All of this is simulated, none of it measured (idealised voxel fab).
The process module that follows is named voxel capacitor over wiring.
The cross-section shown here is cut; it is 275 nm wide and divided into square cells measuring 5 nm on a side.
Cross-section format: a grid of square cells, given as bands from top to bottom; each band is one or more rows of cells.
Band: top height; bottom height; in nm. Then, left to right: material with width in nm, for each material. "full width": a single material spanning edge to edge. "empty": empty space.
Heights are expressed relative to 0, this being the level below which the as-received wafer comprises one material exclusively. The lowest band is unbounded in the downward direction and is denoted as in "from 0 down".
With a width like "30..40", each row of cells in the band differs from the next by the same amount, the top row carrying the first number and the bottom row the second.
The cross-section has no changed cell in any step marked "nothing different".
If an empty space has no open way to the top and is at least 8 cells in size, "Enclosed void inventory" lists it, written width x height at distance, where distance is measured from the left edge and every value is in nm.
Heads up: the bit after the settings on a step's line is the simulator's remark on that step.
overlay nm: step with mask; distance mask lay right of planned place; negative value = left of planned place.
Planned process steps
step 1: RECEIVE [material Si]
step 2: CONFORMAL_DEP [material SiO2] [thk nm 15]
step 3: DIRECTIONAL_DEP [material TiN] [thk nm 5]
step 4: DIRECTIONAL_DEP [material W] [thk nm 15]
step 5: MASKED_ETCH [tone cover] [mask id METAL_1] [width nm 30] [pitch nm 100] [etch materials W] [depth nm 5] [overlay nm 0]
step 6: MASKED_ETCH [tone cover] [mask id METAL_1] [width nm 30] [pitch nm 100] [etch materials TiN] [depth nm 5] [overlay nm 0]
step 7: FILL_DEP [material SiO2] [thk nm 10]
step 8: CMP [height nm 35]
step 9: CONFORMAL_DEP [material SiCN] [thk nm 5]
step 10: DIRECTIONAL_DEP [material lowk] [thk nm 10]
step 11: PATTERN [tone open] [mask id PLUG_1] [material resist] [width nm 15] [thk nm 15] [overlay nm 0]
step 12: DIRECTIONAL_ETCH [etch materials lowk] [depth nm 10]
step 13: DIRECTIONAL_ETCH [etch materials SiCN] [depth nm 5]
step 14: STRIP [etch materials resist]
step 15: EPI [material Ru] [thk nm 10]
step 16: EPI [material Ru] [thk nm 5]
step 17: DIRECTIONAL_DEP [material TiN] [thk nm 10]
step 18: DIRECTIONAL_DEP [material SiN] [thk nm 5]
step 19: DIRECTIONAL_DEP [material TiN] [thk nm 5]
step 20: DIRECTIONAL_DEP [material aC] [thk nm 10]
step 21: PATTERN [tone cover] [mask id UPPER_PLATE] [material resist] [width nm 75] [thk nm 25] [overlay nm 0]
step 22: DIRECTIONAL_ETCH [etch materials aC] [depth nm 10]
step 23: STRIP [etch materials resist]
step 24: DIRECTIONAL_ETCH [etch materials TiN] [depth nm 5]
step 25: DIRECTIONAL_ETCH [etch materials SiN] [depth nm 5]
step 26: STRIP [etch materials aC]
step 27: MASKED_ETCH [tone cover] [mask id LOWER_PLATE] [width nm 85] [etch materials TiN] [depth nm 10] [overlay nm 0]
step 28: FILL_DEP [material SiO2] [thk nm 20]
step 29: CMP [height nm 85]
step 30: MASKED_ETCH [tone open] [mask id PLUG_2] [width nm 15] [etch materials SiO2] [depth nm 15] [overlay nm 0]
step 31: CONFORMAL_DEP [material TiN] [thk nm 5]
step 32: FILL_DEP [material Ru] [thk nm 5]
step 33: CMP [height nm 85]
step 34: CONFORMAL_DEP [material SiN] [thk nm 5]
Where the wafers of this document differ is in the depth nm of step 5; they start out the same, and the plan states the value that applied to the first wafer.
Cross-section, first of several wafers, as delivered after step 1
from 0 down | Si full width
Enclosed void inventory: none
Below is a per-wafer table. In it, each row describes the wafer at the end of the module by giving, for each material, the number of cells gained (+) or lost (-) since the wafer was received, and after that the closed voids of the wafer
depth nm 5 | +11 Ru | +52 SiCN | +70 SiN | +520 SiO2 | +111 TiN | +122 W | +104 lowk | Enclosed void inventory: none
depth nm 10 | +11 Ru | +52 SiCN | +70 SiN | +563 SiO2 | +111 TiN | +79 W | +104 lowk | Enclosed void inventory: none
depth nm 15 | +11 Ru | +52 SiCN | +70 SiN | +649 SiO2 | +68 TiN | +36 W | +104 lowk | Enclosed void inventory: none
depth nm 20 | +11 Ru | +52 SiCN | +70 SiN | +649 SiO2 | +68 TiN | +36 W | +104 lowk | Enclosed void inventory: none
depth nm 25 | +11 Ru | +52 SiCN | +70 SiN | +649 SiO2 | +68 TiN | +36 W | +104 lowk | Enclosed void inventory: none
depth nm 30 | +11 Ru | +52 SiCN | +70 SiN | +649 SiO2 | +68 TiN | +36 W | +104 lowk | Enclosed void inventory: none
